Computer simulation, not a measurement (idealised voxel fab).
process module | voxel self aligned vias
cross-section cut | 245 nm wide | cells 5 nm
A cross-section is a grid of square cells, given in bands from the top down. A band is one or more rows of cells.
Each band's line starts with the height of the band's top and of its bottom, in nm. Then come its materials from left to right, each with its width in nm. One material with "throughout" fills the band from edge to edge. "air" is empty space.
Height 0 is the level under which the wafer as received is all one material. The lowest band goes on downwards, as in "0 down".
A width such as "30 to 40" changes by the same amount from each row of cells to the next, from the band's top row to its bottom row.
"no change" after a step means that no cell of the cross-section changed.
closed voids: empty space of 8 cells or more with no open way to the top, each as width x height at its distance from the left edge, in nm
after a step's settings: what the simulator itself notes on the step
overlay nm, on a step with a mask: how far to the right of its planned place the mask lay; to the left if negative
plan
1 op RECEIVE | material Si
2 op CONFORMAL_DEP | material SiO2 | thk nm 15
3 op CONFORMAL_DEP | material SiCN | thk nm 5
4 op DIRECTIONAL_DEP | material SiO2 | thk nm 25
5 op MASKED_ETCH | tone open | mask id LINES | width nm 25 | pitch nm 65 | etch materials SiO2 | depth nm 25 | overlay nm 0
6 op CONFORMAL_DEP | material TiN | thk nm 5
7 op FILL_DEP | material Ru | thk nm 5
8 op CMP | height nm 45
9 op SELECTIVE_ETCH | etch materials W Ru TiN | depth nm 5
10 op FILL_DEP | material SiN | thk nm 5
11 op CMP | height nm 45
12 op DIRECTIONAL_DEP | material SiO2 | thk nm 15
13 op DIRECTIONAL_DEP | material aC | thk nm 10
14 op PATTERN | tone open | mask id VIAS | material resist | width nm 45 | pitch nm 130 | thk nm 25 | overlay nm 0
15 op DIRECTIONAL_ETCH | etch materials aC | depth nm 10
16 op STRIP | etch materials resist
17 op DIRECTIONAL_ETCH | etch materials SiO2 | depth nm 15
18 op DIRECTIONAL_ETCH | etch materials SiN | depth nm 5
19 op STRIP | etch materials aC
20 op CONFORMAL_DEP | material TiN | thk nm 5
21 op FILL_DEP | material Ru | thk nm 10
22 op CMP | height nm 60
23 op CONFORMAL_DEP | material SiN | thk nm 5
as received, after step 1
  0 down: Si throughout
  closed voids: none
a wafer at the end: this start, this plan, one mistake
  65 to 60: SiN throughout
  60 to 50: Ru 30 | TiN 5 | SiO2 45 | TiN 5 | Ru 75 | TiN 5 | SiO2 45 | TiN 5 | Ru 30
  50 to 45: TiN 35 | SiO2 45 | TiN 35 | Ru 15 | TiN 35 | SiO2 45 | TiN 35
  45 to 40: SiO2 45 | SiN 25 | SiO2 40 | TiN 25 | SiO2 40 | SiN 25 | SiO2 45
  40 to 25: SiO2 45 | TiN 5 | Ru 15 | TiN 5 | SiO2 40 | TiN 5 | Ru 15 | TiN 5 | SiO2 40 | TiN 5 | Ru 15 | TiN 5 | SiO2 45
  25 to 20: SiO2 45 | TiN 25 | SiO2 40 | TiN 25 | SiO2 40 | TiN 25 | SiO2 45
  20 to 15: SiCN throughout
  15 to 0: SiO2 throughout
  0 down: Si throughout
  closed voids: none
what went wrong: step 14 ran as: op PATTERN | tone cover | mask id VIAS | material resist | width nm 45 | pitch nm 130 | thk nm 25 | overlay nm 0
